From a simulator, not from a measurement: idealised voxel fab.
The following process module bears the name voxel ribs on slabs.
Cross-section cut: width 155 nm, square cells of 5 nm.
Reading order for cross-sections: top band down to bottom band. Underlying form: a grid of square cells. Band size: one or more rows of cells. Top height, bottom height, nm. Materials left to right, width each, nm. Single material + "throughout" = fills band edge to edge. "blank" = empty. Heights are expressed relative to 0, this being the level below which the as-received wafer comprises one material exclusively. The lowest band is unbounded in the downward direction and is denoted as in "0 and below". Quick explanation for "30 to 40": the width changes in equal steps down the rows of cells, from the first number in the band's top row to the second number in its bottom row. The designation "all unchanged", where it is given for a processing step, indicates that no cell of the cross-section was altered in the course of that step. So "Enclosed internal cavities" is basically the list of trapped voids: any empty space of 8 cells or more that can't reach the top through an opening. They're written width x height at distance, the distance being from the left edge, and it's all nm. after a step's settings: what the simulator itself notes on the step. "overlay nm" denotes, for a step that has a mask, the displacement of the mask to the right of its planned place, with negative values corresponding to the left.

**plan**
step 1: op RECEIVE | material Si
step 2: op DIRECTIONAL_DEP | material SiO2 | thk nm 20
step 3: op DIRECTIONAL_DEP | material SiN | thk nm 20
step 4: op DIRECTIONAL_DEP | material aC | thk nm 10
step 5: op PATTERN | tone cover | mask id RIB | material resist | width nm 15 | thk nm 25 | overlay nm 0
step 6: op DIRECTIONAL_ETCH | etch materials aC | depth nm 10
step 7: op STRIP | etch materials resist
step 8: op DIRECTIONAL_ETCH | etch materials SiN | depth nm 5
step 9: op STRIP | etch materials aC
step 10: op MASKED_ETCH | tone cover | mask id SLAB | width nm 65 | etch materials SiN | depth nm 15 | overlay nm 0
step 11: op FILL_DEP | material SiO2 | thk nm 25
step 12: op CMP | height nm 60
step 13: op DIRECTIONAL_DEP | material TiN | thk nm 5
step 14: op DIRECTIONAL_DEP | material aC | thk nm 15
step 15: op PATTERN | tone cover | mask id HEATER | material resist | width nm 25 | thk nm 35 | overlay nm 0
step 16: op DIRECTIONAL_ETCH | etch materials aC | depth nm 15
step 17: op STRIP | etch materials resist
step 18: op DIRECTIONAL_ETCH | etch materials TiN | depth nm 5
step 19: op STRIP | etch materials aC
step 20: op CONFORMAL_DEP | material SiN | thk nm 5

**As-received wafer cross-section (after step 1)**
- 0 and below  Si throughout
- Enclosed internal cavities: none

**Wafer at module end, in section. Began as above, planned as above, run with one mistake**
- 70 down to 65  blank (60), then SiN (35), then blank (60)
- 65 down to 60  SiN (65), then TiN (25), then SiN (65)
- 60 down to 40  SiO2 throughout
- 40 down to 35  SiO2 (45), then SiN (25), then SiO2 (15), then SiN (25), then SiO2 (45)
- 35 down to 25  SiO2 (45), then SiN (65), then SiO2 (45)
- 25 down to 20  SiN throughout
- 20 down to 0  SiO2 throughout
- 0 and below  Si throughout
- Enclosed internal cavities: none
Misprocessing identified: step 5 did not happen as planned, as run it was op PATTERN | tone open | mask id RIB | material resist | width nm 15 | thk nm 25 | overlay nm 0
